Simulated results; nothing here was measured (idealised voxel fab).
process module | voxel wiring stack
cross-section cut | 155 nm wide | cells 5 nm
A cross-section is a grid of square cells, given in bands from the top down. A band is one or more rows of cells.
Each band's line starts with the height of the band's top and of its bottom, in nm. Then come its materials from left to right, each with its width in nm. One material with "throughout" fills the band from edge to edge. "air" is empty space.
Height 0 is the level under which the wafer as received is all one material. The lowest band goes on downwards, as in "0 down".
A width such as "30 to 40" changes by the same amount from each row of cells to the next, from the band's top row to its bottom row.
"no change" after a step means that no cell of the cross-section changed.
closed voids: empty space of 8 cells or more with no open way to the top, each as width x height at its distance from the left edge, in nm
after a step's settings: what the simulator itself notes on the step
overlay nm, on a step with a mask: how far to the right of its planned place the mask lay; to the left if negative
plan
1 op RECEIVE | material Si
2 op CONFORMAL_DEP | material SiO2 | thk nm 15
3 op DIRECTIONAL_DEP | material TiN | thk nm 5
4 op DIRECTIONAL_DEP | material W | thk nm 20
5 op PATTERN | tone cover | mask id METAL_1 | material resist | width nm 20 | pitch nm 50 | thk nm 20 | overlay nm 0
6 op DIRECTIONAL_ETCH | etch materials W | depth nm 20
7 op DIRECTIONAL_ETCH | etch materials TiN | depth nm 5
8 op STRIP | etch materials resist
9 op CONFORMAL_DEP | material SiCN | thk nm 5
10 op FILL_DEP | material lowk | thk nm 10
11 op CMP | height nm 40
12 op CONFORMAL_DEP | material SiCN | thk nm 5
13 op DIRECTIONAL_DEP | material SiO2 | thk nm 35
14 op DIRECTIONAL_DEP | material aC | thk nm 10
15 op PATTERN | tone open | mask id METAL_2 | material resist | width nm 20 | pitch nm 50 | thk nm 25 | overlay nm 0
16 op DIRECTIONAL_ETCH | etch materials aC | depth nm 10
17 op STRIP | etch materials resist
18 op DIRECTIONAL_ETCH | etch materials SiO2 | depth nm 20
19 op STRIP | etch materials aC
20 op PATTERN | tone open | mask id METAL_2_HOLES | material resist | width nm 15 | thk nm 20 | overlay nm 0
21 op DIRECTIONAL_ETCH | etch materials SiO2 | depth nm 15
22 op DIRECTIONAL_ETCH | etch materials SiCN | depth nm 5
23 op STRIP | etch materials resist
24 op CONFORMAL_DEP | material TiN | thk nm 5
25 op FILL_DEP | material Cu | thk nm 10
26 op CMP | height nm 80
27 op CONFORMAL_DEP | material SiN | thk nm 5
as received, after step 1
  0 down: Si throughout
  closed voids: none
first wafer at the end, as planned
  85 to 80: SiN throughout
  80 to 65: SiO2 40 | TiN 5 | Cu 10 | TiN 5 | SiO2 30 | TiN 5 | Cu 10 | TiN 5 | SiO2 45
  65 to 60: SiO2 40 | TiN 5 | Cu 5 | TiN 10 | SiO2 30 | TiN 20 | SiO2 45
  60 to 45: SiO2 40 | TiN 5 | Cu 5 | TiN 5 | SiO2 100
  45 to 40: SiCN 40 | TiN 15 | SiCN 100
  40 to 20: lowk 35 | SiCN 5 | W 20 | SiCN 5 | lowk 20 | SiCN 5 | W 20 | SiCN 5 | lowk 40
  20 to 15: SiCN 40 | TiN 20 | SiCN 30 | TiN 20 | SiCN 45
  15 to 0: SiO2 throughout
  0 down: Si throughout
  closed voids: none
second wafer at the end: like start, like plan, one mistake
  85 to 80: SiN throughout
  80 to 65: SiO2 40 | TiN 5 | Cu 10 | TiN 5 | SiO2 30 | TiN 5 | Cu 10 | TiN 5 | SiO2 45
  65 to 60: SiO2 40 | TiN 5 | Cu 5 | TiN 10 | SiO2 30 | TiN 20 | SiO2 45
  60 to 45: SiO2 40 | TiN 5 | Cu 5 | TiN 5 | SiO2 100
  45 to 40: SiCN 40 | TiN 15 | SiCN 100
  40 to 35: lowk 35 | SiCN 30 | lowk 20 | SiCN 30 | lowk 40
  35 to 20: lowk 35 | SiCN 5 | W 20 | SiCN 5 | lowk 20 | SiCN 5 | W 20 | SiCN 5 | lowk 40
  20 to 15: SiCN 40 | W 20 | SiCN 30 | W 20 | SiCN 45
  15 to 0: SiO2 throughout
  0 down: Si throughout
  closed voids: none
what went wrong: step 3 was left out
at the end the second wafer has, in cells: 8 more of SiCN | 8 fewer of TiN
